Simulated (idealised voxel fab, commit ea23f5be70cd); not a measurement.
process module | voxel wiring stack
Square cells of 5 nm make up the cross-section cut, whose width is 145 nm.
If you're reading a cross-section in this doc, picture square cells in a grid; it comes to you as bands, top ones listed first down to the bottom, and a band can be one or more rows of cells.
Heads up on the band format: heights come first, top then bottom, in nm. After that it's the materials left to right, each with its width in nm. A single material flagged "throughout" fills the whole band edge to edge, and "empty" means there's empty space there.
The reference from which all heights are counted is 0, the level beneath which the as-received wafer is entirely one material; the lowest band, having no lower bound, proceeds downward and is written after the example "z 0 and below".
Per-row width for "30..40": begins at first number (top row of band), ends at second number (bottom row), increment between rows held constant.
"nothing different", as given for a step, is the statement that not any cell of the cross-section underwent a change during that step.
"Sealed void list": sealed empty spaces, 8 cells or more, no open way to top, listed width x height at distance, with distance from the left edge and width, height and distance in nm.
Post-settings text on a step line: simulator's own remark regarding the step.
overlay nm: step with mask; distance mask lay right of planned place; negative value = left of planned place.
-- Set out below are the planned steps of the process
1 RECEIVE (material Si)
2 CONFORMAL_DEP (material SiO2; thk nm 15)
3 CONFORMAL_DEP (material SiN; thk nm 5)
4 DIRECTIONAL_DEP (material lowk; thk nm 15)
5 PATTERN (tone open; mask id METAL_1; material resist; width nm 25; pitch nm 45; thk nm 20; overlay nm 0)
6 DIRECTIONAL_ETCH (etch materials lowk; depth nm 15)
7 DIRECTIONAL_ETCH (etch materials SiN; depth nm 5)
8 STRIP (etch materials resist)
9 CONFORMAL_DEP (material TiN; thk nm 5)
10 FILL_DEP (material W; thk nm 5)
11 CMP (height nm 35)
12 CONFORMAL_DEP (material SiCN; thk nm 5)
13 DIRECTIONAL_DEP (material lowk; thk nm 15)
14 PATTERN (tone open; mask id PLUG_1; material resist; width nm 15; thk nm 20; overlay nm 0)
15 DIRECTIONAL_ETCH (etch materials lowk; depth nm 15)
16 DIRECTIONAL_ETCH (etch materials SiCN; depth nm 5)
17 STRIP (etch materials resist)
18 EPI (material Ru; thk nm 10)
19 EPI (material Ru; thk nm 10)
20 DIRECTIONAL_DEP (material TiN; thk nm 5)
21 DIRECTIONAL_DEP (material W; thk nm 25)
22 DIRECTIONAL_DEP (material aC; thk nm 15)
23 PATTERN (tone cover; mask id METAL_2; material resist; width nm 25; pitch nm 45; thk nm 35; overlay nm 0)
24 DIRECTIONAL_ETCH (etch materials aC; depth nm 15)
25 STRIP (etch materials resist)
26 DIRECTIONAL_ETCH (etch materials W; depth nm 25)
27 DIRECTIONAL_ETCH (etch materials TiN; depth nm 5)
28 STRIP (etch materials aC)
29 FILL_DEP (material lowk; thk nm 5)
30 CMP (height nm 85)
31 CONFORMAL_DEP (material SiN; thk nm 5)
-- Of two wafers, the first: run according to plan
-- Incoming wafer, cross-sectional view, post step 1
	z 0 and below | Si throughout
	Sealed void list: none
-- Step 2 done - wafer cross-section
	z 15 to 0 | SiO2 throughout
	Unchanged below 0.
-- Step 3 done - wafer cross-section
	z 20 to 15 | SiN throughout
	Unchanged below 15.
-- Step 4 done - wafer cross-section
	z 35 to 20 | lowk throughout
	Unchanged below 20.
-- Step 5 done - wafer cross-section
	z 55 to 35 | resist (35); empty (25); resist (20); empty (25); resist (40)
	Unchanged below 35.
-- Step 6 done - wafer cross-section
	z 55 to 35 | resist (35); empty (25); resist (20); empty (25); resist (40)
	z 35 to 20 | lowk (35); empty (25); lowk (20); empty (25); lowk (40)
	Unchanged below 20.
-- Step 7 done - wafer cross-section
	z 55 to 35 | resist (35); empty (25); resist (20); empty (25); resist (40)
	z 35 to 20 | lowk (35); empty (25); lowk (20); empty (25); lowk (40)
	z 20 to 15 | SiN (35); empty (25); SiN (20); empty (25); SiN (40)
	Unchanged below 15.
-- Step 8 done - wafer cross-section
	z 35 to 20 | lowk (35); empty (25); lowk (20); empty (25); lowk (40)
	Unchanged below 20.
-- Step 9 done - wafer cross-section
	z 40 to 35 | TiN (40); empty (15); TiN (30); empty (15); TiN (45)
	z 35 to 20 | lowk (35); TiN (5); empty (15); TiN (5); lowk (20); TiN (5); empty (15); TiN (5); lowk (40)
	z 20 to 15 | SiN (35); TiN (25); SiN (20); TiN (25); SiN (40)
	Unchanged below 15.
-- Step 10 done - wafer cross-section
	z 45 to 40 | W throughout
	z 40 to 35 | TiN (40); W (15); TiN (30); W (15); TiN (45)
	z 35 to 20 | lowk (35); TiN (5); W (15); TiN (5); lowk (20); TiN (5); W (15); TiN (5); lowk (40)
	Unchanged below 20.
-- Step 11 done - wafer cross-section
	z 35 to 20 | lowk (35); TiN (5); W (15); TiN (5); lowk (20); TiN (5); W (15); TiN (5); lowk (40)
	Unchanged below 20.
-- Step 12 done - wafer cross-section
	z 40 to 35 | SiCN throughout
	Unchanged below 35.
-- Step 13 done - wafer cross-section
	z 55 to 40 | lowk throughout
	Unchanged below 40.
-- Step 14 done - wafer cross-section
	z 75 to 55 | resist (35); empty (15); resist (95)
	Unchanged below 55.
-- Step 15 done - wafer cross-section
	z 75 to 55 | resist (35); empty (15); resist (95)
	z 55 to 40 | lowk (35); empty (15); lowk (95)
	Unchanged below 40.
-- Step 16 done - wafer cross-section
	z 75 to 55 | resist (35); empty (15); resist (95)
	z 55 to 40 | lowk (35); empty (15); lowk (95)
	z 40 to 35 | SiCN (35); empty (15); SiCN (95)
	Unchanged below 35.
-- Step 17 done - wafer cross-section
	z 55 to 40 | lowk (35); empty (15); lowk (95)
	Unchanged below 40.
-- Step 18 done - wafer cross-section
	z 55 to 45 | lowk (35); empty (15); lowk (95)
	z 45 to 40 | lowk (35); Ru (15); lowk (95)
	z 40 to 35 | SiCN (35); Ru (15); SiCN (95)
	Unchanged below 35.
-- Step 19 done - wafer cross-section
	z 55 to 40 | lowk (35); Ru (15); lowk (95)
	Unchanged below 40.
-- Step 20 done - wafer cross-section
	z 60 to 55 | TiN throughout
	Unchanged below 55.
-- Step 21 done - wafer cross-section
	z 85 to 60 | W throughout
	Unchanged below 60.
-- Step 22 done - wafer cross-section
	z 100 to 85 | aC throughout
	Unchanged below 85.
-- Step 23 done - wafer cross-section
	z 135 to 100 | empty (35); resist (25); empty (20); resist (25); empty (40)
	Unchanged below 100.
-- Step 24 done - wafer cross-section
	z 120 to 100 | empty (35); resist (25); empty (20); resist (25); empty (40)
	z 100 to 85 | empty (35); aC (25); empty (20); aC (25); empty (40)
	Unchanged below 85.
-- Step 25 done - wafer cross-section
	z 100 to 85 | empty (35); aC (25); empty (20); aC (25); empty (40)
	Unchanged below 85.
-- Step 26 done - wafer cross-section
	z 100 to 85 | empty (35); aC (25); empty (20); aC (25); empty (40)
	z 85 to 60 | empty (35); W (25); empty (20); W (25); empty (40)
	Unchanged below 60.
-- Step 27 done - wafer cross-section
	z 100 to 85 | empty (35); aC (25); empty (20); aC (25); empty (40)
	z 85 to 60 | empty (35); W (25); empty (20); W (25); empty (40)
	z 60 to 55 | empty (35); TiN (25); empty (20); TiN (25); empty (40)
	Unchanged below 55.
-- Step 28 done - wafer cross-section
	z 85 to 60 | empty (35); W (25); empty (20); W (25); empty (40)
	Unchanged below 60.
-- Step 29 done - wafer cross-section
	z 90 to 85 | lowk throughout
	z 85 to 60 | lowk (35); W (25); lowk (20); W (25); lowk (40)
	z 60 to 55 | lowk (35); TiN (25); lowk (20); TiN (25); lowk (40)
	Unchanged below 55.
-- Step 30 done - wafer cross-section
	z 85 to 60 | lowk (35); W (25); lowk (20); W (25); lowk (40)
	Unchanged below 60.
-- Step 31 done - wafer cross-section
	z 90 to 85 | SiN throughout
	Unchanged below 85.
-- The second wafer: identical to the first at the outset and in its planned sequence, differing only in that one mistake was made during processing; up to and including step 17, its path is the first wafer's path
-- Second wafer, section view, time point: scheduled end of step 19
	z 55 to 45 | lowk (35); empty (15); lowk (95)
	z 45 to 40 | lowk (35); Ru (15); lowk (95)
	z 40 to 35 | SiCN (35); Ru (15); SiCN (95)
	Unchanged below 35.
-- Second wafer, section view, time point: scheduled end of step 20
	z 60 to 55 | TiN (35); empty (15); TiN (95)
	z 55 to 50 | lowk (35); empty (15); lowk (95)
	z 50 to 45 | lowk (35); TiN (15); lowk (95)
	Unchanged below 45.
-- Second wafer, section view, time point: scheduled end of step 21
	z 85 to 75 | W (35); empty (15); W (95)
	z 75 to 60 | W throughout
	z 60 to 55 | TiN (35); W (15); TiN (95)
	z 55 to 50 | lowk (35); W (15); lowk (95)
	Unchanged below 50.
-- Second wafer, section view, time point: scheduled end of step 22
	z 100 to 90 | aC (35); empty (15); aC (95)
	z 90 to 85 | aC throughout
	z 85 to 75 | W (35); aC (15); W (95)
	Unchanged below 75.
-- Second wafer, section view, time point: scheduled end of step 23
	z 135 to 100 | empty (35); resist (25); empty (20); resist (25); empty (40)
	z 100 to 90 | aC (35); resist (15); aC (95)
	Unchanged below 90.
-- Second wafer, section view, time point: scheduled end of step 24
	z 120 to 100 | empty (35); resist (25); empty (20); resist (25); empty (40)
	z 100 to 90 | empty (35); resist (15); aC (10); empty (20); aC (25); empty (40)
	z 90 to 85 | empty (35); aC (25); empty (20); aC (25); empty (40)
	Unchanged below 85.
-- Second wafer, section view, time point: scheduled end of step 25
	z 100 to 90 | empty (50); aC (10); empty (20); aC (25); empty (40)
	Unchanged below 90.
-- Second wafer, section view, time point: scheduled end of step 26
	z 100 to 90 | empty (50); aC (10); empty (20); aC (25); empty (40)
	z 90 to 85 | empty (35); aC (25); empty (20); aC (25); empty (40)
	z 85 to 75 | empty (35); aC (15); W (10); empty (20); W (25); empty (40)
	z 75 to 60 | empty (35); W (25); empty (20); W (25); empty (40)
	Unchanged below 60.
-- Second wafer, section view, time point: scheduled end of step 27
	z 100 to 90 | empty (50); aC (10); empty (20); aC (25); empty (40)
	z 90 to 85 | empty (35); aC (25); empty (20); aC (25); empty (40)
	z 85 to 75 | empty (35); aC (15); W (10); empty (20); W (25); empty (40)
	z 75 to 60 | empty (35); W (25); empty (20); W (25); empty (40)
	z 60 to 55 | empty (35); W (15); TiN (10); empty (20); TiN (25); empty (40)
	Unchanged below 55.
-- Second wafer, section view, time point: scheduled end of step 28
	z 85 to 75 | empty (50); W (10); empty (20); W (25); empty (40)
	Unchanged below 75.
-- Second wafer, section view, time point: scheduled end of step 29
	z 90 to 85 | lowk throughout
	z 85 to 75 | lowk (50); W (10); lowk (20); W (25); lowk (40)
	z 75 to 60 | lowk (35); W (25); lowk (20); W (25); lowk (40)
	z 60 to 55 | lowk (35); W (15); TiN (10); lowk (20); TiN (25); lowk (40)
	Unchanged below 55.
-- Second wafer, section view, time point: scheduled end of step 30
	z 85 to 75 | lowk (50); W (10); lowk (20); W (25); lowk (40)
	Unchanged below 75.
-- Second wafer, section view, time point: scheduled end of step 31
	z 90 to 85 | SiN throughout
	Unchanged below 85.
Misprocessing identified: with steps 18 and 19 being identical, the one that was left out cannot be pinpointed
Wrapping up, a cell-based count of both wafers puts the second over or under the first for these materials: Ru -6, lowk +6
